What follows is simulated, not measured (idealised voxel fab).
This section sets out a process module, namely voxel ribs on slabs.
Cross-section cut: width 245 nm, square cells of 5 nm.
When this document writes out a cross-section, it uses a grid of square cells and lists it as bands, beginning at the top and moving down, with a band standing for one or more rows of cells. What a band's entry tells you: where the top is and where the bottom is, as heights in nm, and after that what lies inside, material by material from left to right, each with its width in nm. Empty space is written as the word "blank", and a single material marked with the word "edge to edge" occupies the band from edge to edge. For the purposes of this specification, 0 denotes the height below which the wafer in its as-received condition is composed wholly of one material, and the lowermost band, lacking a lower limit, extends downward without end, as expressed in "0 -> down". So if you see something like "30..40" for the width, read it as the top row of the band sitting at the first number and the bottom row at the second, with every row in between moving by the same amount as the last. "no change" means the step left every cell of the cross-section as it was. Closed cavity list: empty space of 8 cells or more with no open way to the top, each as width x height at its distance from the left edge, in nm. Whatever follows a step's settings on its line is a remark the simulator itself makes about that step. For masked steps, "overlay nm" on the step line gives how far right of plan the mask actually lay; a minus sign means it lay to the left.
PROCESS STEPS FORESEEN IN THE PLAN
1) RECEIVE, material Si
2) DIRECTIONAL_DEP, material SiO2, thk nm 20
3) DIRECTIONAL_DEP, material SiN, thk nm 20
4) MASKED_ETCH, tone cover, mask id RIB, width nm 15, etch materials SiN, depth nm 10, overlay nm 0
5) MASKED_ETCH, tone cover, mask id SLAB, width nm 45, etch materials SiN, depth nm 10, overlay nm 0
6) FILL_DEP, material SiO2, thk nm 25
7) CMP, height nm 55
8) DIRECTIONAL_DEP, material W, thk nm 10
9) DIRECTIONAL_DEP, material aC, thk nm 15
10) PATTERN, tone cover, mask id HEATER, material resist, width nm 25, thk nm 30, overlay nm 0
11) DIRECTIONAL_ETCH, etch materials aC, depth nm 15
12) STRIP, etch materials resist
13) DIRECTIONAL_ETCH, etch materials W, depth nm 10
14) STRIP, etch materials aC
15) CONFORMAL_DEP, material SiO2, thk nm 5
RECEIVED-STATE CROSS-SECTION, REFLECTING COMPLETION OF STEP 1
- 0 -> down: Si edge to edge
- Closed cavity list: none
MODULE COMPLETE - CROSS-SECTION OF THE FIRST OF TWO WAFERS, RUN ACCORDING TO PLAN
- 70 -> 65: blank 105 nm  SiO2 35 nm  blank 105 nm
- 65 -> 60: blank 105 nm  SiO2 5 nm  W 25 nm  SiO2 5 nm  blank 105 nm
- 60 -> 55: SiO2 110 nm  W 25 nm  SiO2 110 nm
- 55 -> 40: SiO2 edge to edge
- 40 -> 30: SiO2 115 nm  SiN 15 nm  SiO2 115 nm
- 30 -> 20: SiO2 100 nm  SiN 45 nm  SiO2 100 nm
- 20 -> 0: SiO2 edge to edge
- 0 -> down: Si edge to edge
- Closed cavity list: none
CROSS-SECTION, SECOND WAFER: SAME START AS THE FIRST, SAME PLAN AS THE FIRST, ONE MISTAKE IN RUNNING IT; TAKEN AT THE END OF THE MODULE
- 70 -> 65: blank 105 nm  SiO2 35 nm  blank 105 nm
- 65 -> 60: blank 105 nm  SiO2 5 nm  W 25 nm  SiO2 5 nm  blank 105 nm
- 60 -> 55: SiO2 110 nm  W 25 nm  SiO2 110 nm
- 55 -> 40: SiO2 edge to edge
- 40 -> 25: SiO2 115 nm  SiN 15 nm  SiO2 115 nm
- 25 -> 20: SiO2 100 nm  SiN 45 nm  SiO2 100 nm
- 20 -> 0: SiO2 edge to edge
- 0 -> down: Si edge to edge
- Closed cavity list: none
What went wrong in running the wafer? off-plan run, step 4, actual operation and settings MASKED_ETCH, tone cover, mask id RIB, width nm 15, etch materials SiN, depth nm 15, overlay nm 0
Bottom line after processing is that, in cells, the second wafer is up or down on some materials versus the first: -6 SiN, +6 SiO2
